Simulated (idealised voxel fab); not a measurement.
process module | voxel wiring stack
280 nm wide, 5 nm square cells: that's cross-section cut.
Each cross-section below is a grid of square cells, stated as bands in top-down order, with one or more rows of cells making up each band.
First you get the band's top height and its bottom height, in nm, and then the materials it's made of, left to right, with each width in nm. If you see a single material with "full width", that one covers the band edge to edge. "air" is empty space.
Measure heights from 0. That's the level where, below it, the as-received wafer is all one material. The lowest band is bottomless and extends downward; write it as in "0 down".
Graded width ("30->40"): value in top row of band = first number; value in bottom row = second number; row-to-row change constant.
Where a step carries "no alteration", the cross-section came out of it unchanged, cell for cell.
"Voids, fully enclosed" contains a list of empty spaces, each no smaller than 8 cells and without an open way to the top, written in the form width x height at distance with the distance from the left edge and all three in nm.
It should be noted that, on the line of a given step, the content following the step's settings is a remark produced by the simulator itself with respect to that step.
The "overlay nm" setting may appear on a step's line; for a step that uses a mask, it gives how far to the right of its planned position the mask lay, and a negative value indicates the left.
[Here's what the planned process steps look like]
step 1: RECEIVE (material Si)
step 2: CONFORMAL_DEP (material SiO2; thk nm 10)
step 3: DIRECTIONAL_DEP (material TiN; thk nm 5)
step 4: DIRECTIONAL_DEP (material W; thk nm 15)
step 5: MASKED_ETCH (tone cover; mask id METAL_1; width nm 20; pitch nm 40; etch materials W; depth nm 15; overlay nm 0)
step 6: MASKED_ETCH (tone cover; mask id METAL_1; width nm 20; pitch nm 40; etch materials TiN; depth nm 5; overlay nm 0)
step 7: CONFORMAL_DEP (material SiCN; thk nm 5)
step 8: FILL_DEP (material lowk; thk nm 5)
step 9: CMP (height nm 30)
step 10: CONFORMAL_DEP (material SiCN; thk nm 5)
step 11: DIRECTIONAL_DEP (material lowk; thk nm 25)
step 12: DIRECTIONAL_DEP (material aC; thk nm 10)
step 13: PATTERN (tone open; mask id METAL_2_HOLES; material resist; width nm 15; pitch nm 80; thk nm 30; overlay nm 0)
step 14: DIRECTIONAL_ETCH (etch materials aC; depth nm 10)
step 15: STRIP (etch materials resist)
step 16: DIRECTIONAL_ETCH (etch materials lowk; depth nm 25)
step 17: STRIP (etch materials aC)
step 18: PATTERN (tone open; mask id METAL_2; material resist; width nm 20; pitch nm 40; thk nm 15; overlay nm 0)
step 19: DIRECTIONAL_ETCH (etch materials lowk; depth nm 15)
step 20: DIRECTIONAL_ETCH (etch materials SiCN; depth nm 5)
step 21: STRIP (etch materials resist)
step 22: CONFORMAL_DEP (material TiN; thk nm 5)
step 23: FILL_DEP (material Ru; thk nm 10)
step 24: CMP (height nm 60)
step 25: CONFORMAL_DEP (material SiCN; thk nm 5)
[Of two wafers, the first: run according to plan]
[Shown in cross-section is the wafer as received, that is, as it stands after step 1]
> 0 down = Si full width
> Voids, fully enclosed: none
[Presented here is a cross-section of the wafer after step 2 has been performed]
> 10 to 0 = SiO2 full width
> No changes below 0.
[Presented here is a cross-section of the wafer after step 3 has been performed]
> 15 to 10 = TiN full width
> No changes below 10.
[Presented here is a cross-section of the wafer after step 4 has been performed]
> 30 to 15 = W full width
> No changes below 15.
[Presented here is a cross-section of the wafer after step 5 has been performed]
> 30 to 15 = 70 air  20 W  20 air  20 W  20 air  20 W  20 air  20 W  70 air
> No changes below 15.
[Presented here is a cross-section of the wafer after step 6 has been performed]
> 30 to 15 = 70 air  20 W  20 air  20 W  20 air  20 W  20 air  20 W  70 air
> 15 to 10 = 70 air  20 TiN  20 air  20 TiN  20 air  20 TiN  20 air  20 TiN  70 air
> No changes below 10.
[Presented here is a cross-section of the wafer after step 7 has been performed]
> 35 to 30 = 65 air  30 SiCN  10 air  30 SiCN  10 air  30 SiCN  10 air  30 SiCN  65 air
> 30 to 15 = 65 air  5 SiCN  20 W  5 SiCN  10 air  5 SiCN  20 W  5 SiCN  10 air  5 SiCN  20 W  5 SiCN  10 air  5 SiCN  20 W  5 SiCN  65 air
> 15 to 10 = 70 SiCN  20 TiN  20 SiCN  20 TiN  20 SiCN  20 TiN  20 SiCN  20 TiN  70 SiCN
> No changes below 10.
[Presented here is a cross-section of the wafer after step 8 has been performed]
> 40 to 35 = lowk full width
> 35 to 30 = 65 lowk  30 SiCN  10 lowk  30 SiCN  10 lowk  30 SiCN  10 lowk  30 SiCN  65 lowk
> 30 to 15 = 65 lowk  5 SiCN  20 W  5 SiCN  10 lowk  5 SiCN  20 W  5 SiCN  10 lowk  5 SiCN  20 W  5 SiCN  10 lowk  5 SiCN  20 W  5 SiCN  65 lowk
> No changes below 15.
[Presented here is a cross-section of the wafer after step 9 has been performed]
> 30 to 15 = 65 lowk  5 SiCN  20 W  5 SiCN  10 lowk  5 SiCN  20 W  5 SiCN  10 lowk  5 SiCN  20 W  5 SiCN  10 lowk  5 SiCN  20 W  5 SiCN  65 lowk
> No changes below 15.
[Presented here is a cross-section of the wafer after step 10 has been performed]
> 35 to 30 = SiCN full width
> No changes below 30.
[Presented here is a cross-section of the wafer after step 11 has been performed]
> 60 to 35 = lowk full width
> No changes below 35.
[Presented here is a cross-section of the wafer after step 12 has been performed]
> 70 to 60 = aC full width
> No changes below 60.
[Presented here is a cross-section of the wafer after step 13 has been performed]
> 100 to 70 = 70 resist  15 air  65 resist  15 air  115 resist
> No changes below 70.
[Presented here is a cross-section of the wafer after step 14 has been performed]
> 90 to 70 = 70 resist  15 air  65 resist  15 air  115 resist
> 70 to 60 = 70 aC  15 air  65 aC  15 air  115 aC
> No changes below 60.
[Presented here is a cross-section of the wafer after step 15 has been performed]
> 70 to 60 = 70 aC  15 air  65 aC  15 air  115 aC
> No changes below 60.
[Presented here is a cross-section of the wafer after step 16 has been performed]
> 70 to 60 = 70 aC  15 air  65 aC  15 air  115 aC
> 60 to 35 = 70 lowk  15 air  65 lowk  15 air  115 lowk
> No changes below 35.
[Presented here is a cross-section of the wafer after step 17 has been performed]
> 60 to 35 = 70 lowk  15 air  65 lowk  15 air  115 lowk
> No changes below 35.
[Presented here is a cross-section of the wafer after step 18 has been performed]
> 75 to 60 = 70 resist  20 air  20 resist  20 air  20 resist  20 air  20 resist  20 air  70 resist
> No changes below 60.
[Presented here is a cross-section of the wafer after step 19 has been performed]
> 75 to 60 = 70 resist  20 air  20 resist  20 air  20 resist  20 air  20 resist  20 air  70 resist
> 60 to 45 = 70 lowk  20 air  20 lowk  20 air  20 lowk  20 air  20 lowk  20 air  70 lowk
> No changes below 45.
[Presented here is a cross-section of the wafer after step 20 has been performed]
> 75 to 60 = 70 resist  20 air  20 resist  20 air  20 resist  20 air  20 resist  20 air  70 resist
> 60 to 45 = 70 lowk  20 air  20 lowk  20 air  20 lowk  20 air  20 lowk  20 air  70 lowk
> 45 to 35 = 70 lowk  15 air  65 lowk  15 air  115 lowk
> 35 to 30 = 70 SiCN  15 air  65 SiCN  15 air  115 SiCN
> No changes below 30.
[Presented here is a cross-section of the wafer after step 21 has been performed]
> 60 to 45 = 70 lowk  20 air  20 lowk  20 air  20 lowk  20 air  20 lowk  20 air  70 lowk
> No changes below 45.
[Presented here is a cross-section of the wafer after step 22 has been performed]
> 65 to 60 = 75 TiN  10 air  30 TiN  10 air  30 TiN  10 air  30 TiN  10 air  75 TiN
> 60 to 50 = 70 lowk  5 TiN  10 air  5 TiN  20 lowk  5 TiN  10 air  5 TiN  20 lowk  5 TiN  10 air  5 TiN  20 lowk  5 TiN  10 air  5 TiN  70 lowk
> 50 to 45 = 70 lowk  5 TiN  5 air  10 TiN  20 lowk  20 TiN  20 lowk  5 TiN  5 air  10 TiN  20 lowk  20 TiN  70 lowk
> 45 to 35 = 70 lowk  5 TiN  5 air  5 TiN  65 lowk  5 TiN  5 air  5 TiN  115 lowk
> 35 to 30 = 70 SiCN  15 TiN  65 SiCN  15 TiN  115 SiCN
> No changes below 30.
[Presented here is a cross-section of the wafer after step 23 has been performed]
> 75 to 65 = Ru full width
> 65 to 60 = 75 TiN  10 Ru  30 TiN  10 Ru  30 TiN  10 Ru  30 TiN  10 Ru  75 TiN
> 60 to 50 = 70 lowk  5 TiN  10 Ru  5 TiN  20 lowk  5 TiN  10 Ru  5 TiN  20 lowk  5 TiN  10 Ru  5 TiN  20 lowk  5 TiN  10 Ru  5 TiN  70 lowk
> 50 to 45 = 70 lowk  5 TiN  5 Ru  10 TiN  20 lowk  20 TiN  20 lowk  5 TiN  5 Ru  10 TiN  20 lowk  20 TiN  70 lowk
> 45 to 35 = 70 lowk  5 TiN  5 Ru  5 TiN  65 lowk  5 TiN  5 Ru  5 TiN  115 lowk
> No changes below 35.
[Presented here is a cross-section of the wafer after step 24 has been performed]
> 60 to 50 = 70 lowk  5 TiN  10 Ru  5 TiN  20 lowk  5 TiN  10 Ru  5 TiN  20 lowk  5 TiN  10 Ru  5 TiN  20 lowk  5 TiN  10 Ru  5 TiN  70 lowk
> No changes below 50.
[Presented here is a cross-section of the wafer after step 25 has been performed]
> 65 to 60 = SiCN full width
> No changes below 60.
[Second wafer: same start and same plan as the first, one execution error; identical to the first through step 9]
[Second wafer, cut view, end of step 10 per plan]
> 45 to 30 = SiCN full width
> No changes below 30.
[Second wafer, cut view, end of step 11 per plan]
> 70 to 45 = lowk full width
> No changes below 45.
[Second wafer, cut view, end of step 12 per plan]
> 80 to 70 = aC full width
> No changes below 70.
[Second wafer, cut view, end of step 13 per plan]
> 110 to 80 = 70 resist  15 air  65 resist  15 air  115 resist
> No changes below 80.
[Second wafer, cut view, end of step 14 per plan]
> 100 to 80 = 70 resist  15 air  65 resist  15 air  115 resist
> 80 to 70 = 70 aC  15 air  65 aC  15 air  115 aC
> No changes below 70.
[Second wafer, cut view, end of step 15 per plan]
> 80 to 70 = 70 aC  15 air  65 aC  15 air  115 aC
> No changes below 70.
[Second wafer, cut view, end of step 16 per plan]
> 80 to 70 = 70 aC  15 air  65 aC  15 air  115 aC
> 70 to 45 = 70 lowk  15 air  65 lowk  15 air  115 lowk
> No changes below 45.
[Second wafer, cut view, end of step 17 per plan]
> 70 to 45 = 70 lowk  15 air  65 lowk  15 air  115 lowk
> No changes below 45.
[Second wafer, cut view, end of step 18 per plan]
> 85 to 70 = 70 resist  20 air  20 resist  20 air  20 resist  20 air  20 resist  20 air  70 resist
> No changes below 70.
[Second wafer, cut view, end of step 19 per plan]
> 85 to 70 = 70 resist  20 air  20 resist  20 air  20 resist  20 air  20 resist  20 air  70 resist
> 70 to 55 = 70 lowk  20 air  20 lowk  20 air  20 lowk  20 air  20 lowk  20 air  70 lowk
> No changes below 55.
[Second wafer, cut view, end of step 20 per plan]
> 85 to 70 = 70 resist  20 air  20 resist  20 air  20 resist  20 air  20 resist  20 air  70 resist
> 70 to 55 = 70 lowk  20 air  20 lowk  20 air  20 lowk  20 air  20 lowk  20 air  70 lowk
> 55 to 45 = 70 lowk  15 air  65 lowk  15 air  115 lowk
> 45 to 40 = 70 SiCN  15 air  65 SiCN  15 air  115 SiCN
> No changes below 40.
[Second wafer, cut view, end of step 21 per plan]
> 70 to 55 = 70 lowk  20 air  20 lowk  20 air  20 lowk  20 air  20 lowk  20 air  70 lowk
> No changes below 55.
[Second wafer, cut view, end of step 22 per plan]
> 75 to 70 = 75 TiN  10 air  30 TiN  10 air  30 TiN  10 air  30 TiN  10 air  75 TiN
> 70 to 60 = 70 lowk  5 TiN  10 air  5 TiN  20 lowk  5 TiN  10 air  5 TiN  20 lowk  5 TiN  10 air  5 TiN  20 lowk  5 TiN  10 air  5 TiN  70 lowk
> 60 to 55 = 70 lowk  5 TiN  5 air  10 TiN  20 lowk  20 TiN  20 lowk  5 TiN  5 air  10 TiN  20 lowk  20 TiN  70 lowk
> 55 to 45 = 70 lowk  5 TiN  5 air  5 TiN  65 lowk  5 TiN  5 air  5 TiN  115 lowk
> 45 to 40 = 70 SiCN  15 TiN  65 SiCN  15 TiN  115 SiCN
> No changes below 40.
[Second wafer, cut view, end of step 23 per plan]
> 85 to 75 = Ru full width
> 75 to 70 = 75 TiN  10 Ru  30 TiN  10 Ru  30 TiN  10 Ru  30 TiN  10 Ru  75 TiN
> 70 to 60 = 70 lowk  5 TiN  10 Ru  5 TiN  20 lowk  5 TiN  10 Ru  5 TiN  20 lowk  5 TiN  10 Ru  5 TiN  20 lowk  5 TiN  10 Ru  5 TiN  70 lowk
> 60 to 55 = 70 lowk  5 TiN  5 Ru  10 TiN  20 lowk  20 TiN  20 lowk  5 TiN  5 Ru  10 TiN  20 lowk  20 TiN  70 lowk
> 55 to 45 = 70 lowk  5 TiN  5 Ru  5 TiN  65 lowk  5 TiN  5 Ru  5 TiN  115 lowk
> No changes below 45.
[Second wafer, cut view, end of step 24 per plan]
> 60 to 55 = 70 lowk  5 TiN  5 Ru  10 TiN  20 lowk  20 TiN  20 lowk  5 TiN  5 Ru  10 TiN  20 lowk  20 TiN  70 lowk
> No changes below 55.
[Second wafer, cut view, end of step 25 per plan]
> 65 to 60 = SiCN full width
> No changes below 60.
What was the processing mistake? rather than as planned, step 10 actually ran as CONFORMAL_DEP (material SiCN; thk nm 15)
Materials where the second wafer ends with more or fewer cells than the first: Ru -16; SiCN +112; TiN -16; lowk -80
